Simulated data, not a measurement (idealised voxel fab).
Process module in this document: voxel fin reveal
Section shown: cut. Width: 200 nm. Cell size: 5 nm, square.
Each cross-section below is a grid of square cells, stated as bands in top-down order, with one or more rows of cells making up each band. For a band, the entry starts with two heights in nm, that of the top and then that of the bottom, and carries on with the band's materials in order from left to right, each alongside its width in nm; the word "full width" beside a single material means it fills the band edge to edge, and "blank" means empty space. Note: height 0 marks the level under which the wafer is uniformly one material as received. Lowest band unbounded below, written "top 0, no bottom". When a width is written as two numbers, as in "30..40", the first number is the width in the top row of cells of the band and the second is the width in its bottom row, and the width changes by the same amount from each row to the next. A step reported as "no alteration" is a step in which no cell of the cross-section changed. "closed voids" specifies each empty space that is not open to the top and that occupies no fewer than 8 cells, using the form width x height at distance, the distance measured from the left edge and all three quantities in nm. Heads up: the bit after the settings on a step's line is the simulator's remark on that step. Among the settings permitted on a step's line is "overlay nm"; applied to a step with a mask, it specifies the extent to which the mask lay to the right of its planned position, whereas a negative figure signifies a position to the left.
List of planned process steps:
1,RECEIVE with material Si
2,CONFORMAL_DEP with material SiN, thk nm 10
3,MASKED_ETCH with tone cover, mask id FINS, width nm 15, pitch nm 35, etch materials SiN, depth nm 5, overlay nm 0
4,MASKED_ETCH with tone cover, mask id FINS, width nm 15, pitch nm 35, etch materials Si, depth nm 35, overlay nm 0
5,OXIDIZE with depth nm 5
6,FILL_DEP with material SiO2, thk nm 10
7,CMP with height nm 10
8,SELECTIVE_ETCH with etch materials SiO2, depth nm 35
9,STRIP with etch materials SiN
10,CONFORMAL_DEP with material HfO2, thk nm 5
The plan shows the depth nm of step 3 as the first wafer had it; this setting differs between the wafers, which start out alike.
First wafer as received, after step 1:
- top 0, no bottom = Si full width
- closed voids: none
What follows is a table in which each wafer occupies a row; for the wafer as it stands at the close of the module, the row states, material by material, how many cells have been gained (+) or lost (-) since receipt, and then gives its closed voids:
depth nm 5 | +40 HfO2 | closed voids: none
depth nm 10 | +80 HfO2 | -288 Si | +108 SiO2 | closed voids: none
depth nm 15 | +80 HfO2 | -288 Si | +108 SiO2 | closed voids: none
depth nm 20 | +80 HfO2 | -288 Si | +108 SiO2 | closed voids: none
depth nm 25 | +80 HfO2 | -288 Si | +108 SiO2 | closed voids: none
